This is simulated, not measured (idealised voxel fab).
This is a process module. Its name is voxel self aligned contacts.
Cross-section cut: width 215 nm, square cells of 5 nm.
Cross-sections here: square-cell grids, written as top-down lists of bands, a band being one or more rows of cells. For a band, the entry starts with two heights in nm, that of the top and then that of the bottom, and carries on with the band's materials in order from left to right, each alongside its width in nm; the word "all across" beside a single material means it fills the band edge to edge, and "air" means empty space. Height datum 0, below which the as-received substrate wafer is one material. Lowest band open at the bottom, running downward: "from 0 down". Think of "30..40" as a width that walks from the first number to the second as you go down the band, top row to bottom row, taking equal-sized steps from row to row. "remains unaltered" after a step means that no cell of the cross-section changed. Empty spaces counting at least 8 cells and having no open way to the top are listed in "Completely enclosed voids". The notation width x height at distance is used for each, the distance being from the left edge and all three values in nm. Step line, after settings: the simulator's comment on this step. overlay nm: mask offset rightward from planned place, masked step; negative means leftward offset.

Intended process steps
1. op RECEIVE | material Si
2. op OXIDIZE | depth nm 5
3. op DIRECTIONAL_DEP | material polySi | thk nm 25
4. op DIRECTIONAL_DEP | material SiN | thk nm 25
5. op MASKED_ETCH | tone cover | mask id GATE | width nm 25 | pitch nm 65 | etch materials SiN | depth nm 25 | overlay nm 0
6. op MASKED_ETCH | tone cover | mask id GATE | width nm 25 | pitch nm 65 | etch materials polySi | depth nm 25 | overlay nm 0
7. op CONFORMAL_DEP | material SiN | thk nm 10
8. op DIRECTIONAL_ETCH | etch materials SiN | depth nm 10
9. op FILL_DEP | material SiO2 | thk nm 15
10. op CMP | height nm 55
11. op MASKED_ETCH | tone open | mask id CONTACT | width nm 50 | pitch nm 65 | etch materials SiO2 | depth nm 60 | overlay nm 0
12. op CONFORMAL_DEP | material TiN | thk nm 5
13. op FILL_DEP | material Ru | thk nm 10
14. op CMP | height nm 55
15. op CONFORMAL_DEP | material SiCN | thk nm 5

As-received wafer cross-section (after step 1)
from 0 down = Si all across
Completely enclosed voids: none

Cross-sectional view of the first of the two wafers upon completion of the module, processed in accordance with the plan
from 60 to 55 = SiCN all across
from 55 to 50 = 50 of SiO2, 20 of TiN, 10 of Ru, 20 of TiN, 15 of SiO2, 20 of TiN, 10 of Ru, 20 of TiN, 50 of SiO2
from 50 to 25 = 20 of SiO2, 45 of SiN, 5 of TiN, 10 of Ru, 5 of TiN, 45 of SiN, 5 of TiN, 10 of Ru, 5 of TiN, 45 of SiN, 20 of SiO2
from 25 to 0 = 20 of SiO2, 10 of SiN, 25 of polySi, 10 of SiN, 5 of TiN, 10 of Ru, 5 of TiN, 10 of SiN, 25 of polySi, 10 of SiN, 5 of TiN, 10 of Ru, 5 of TiN, 10 of SiN, 25 of polySi, 10 of SiN, 20 of SiO2
from 0 to -5 = 65 of SiO2, 20 of TiN, 45 of SiO2, 20 of TiN, 65 of SiO2
from -5 down = Si all across
Completely enclosed voids: none

Cross-sectional view of the second of two wafers upon completion of the module. This wafer shared its starting condition and process plan with the first; one error was made during its execution
from 60 to 55 = SiCN all across
from 55 to 50 = 60 of SiO2, 10 of TiN, 10 of Ru, 30 of TiN, 15 of SiO2, 10 of TiN, 10 of Ru, 30 of TiN, 40 of SiO2
from 50 to 25 = 20 of SiO2, 45 of SiN, 5 of TiN, 10 of Ru, 5 of TiN, 45 of SiN, 5 of TiN, 10 of Ru, 5 of TiN, 45 of SiN, 20 of SiO2
from 25 to 0 = 20 of SiO2, 10 of SiN, 25 of polySi, 10 of SiN, 5 of TiN, 10 of Ru, 5 of TiN, 10 of SiN, 25 of polySi, 10 of SiN, 5 of TiN, 10 of Ru, 5 of TiN, 10 of SiN, 25 of polySi, 10 of SiN, 20 of SiO2
from 0 to -5 = 65 of SiO2, 20 of TiN, 45 of SiO2, 20 of TiN, 65 of SiO2
from -5 down = Si all across
Completely enclosed voids: none
Short version of what went wrong: step 11 ran as: op MASKED_ETCH | tone open | mask id CONTACT | width nm 50 | pitch nm 65 | etch materials SiO2 | depth nm 60 | overlay nm 10
Both wafers, final: cells per material equal; arrangement not.
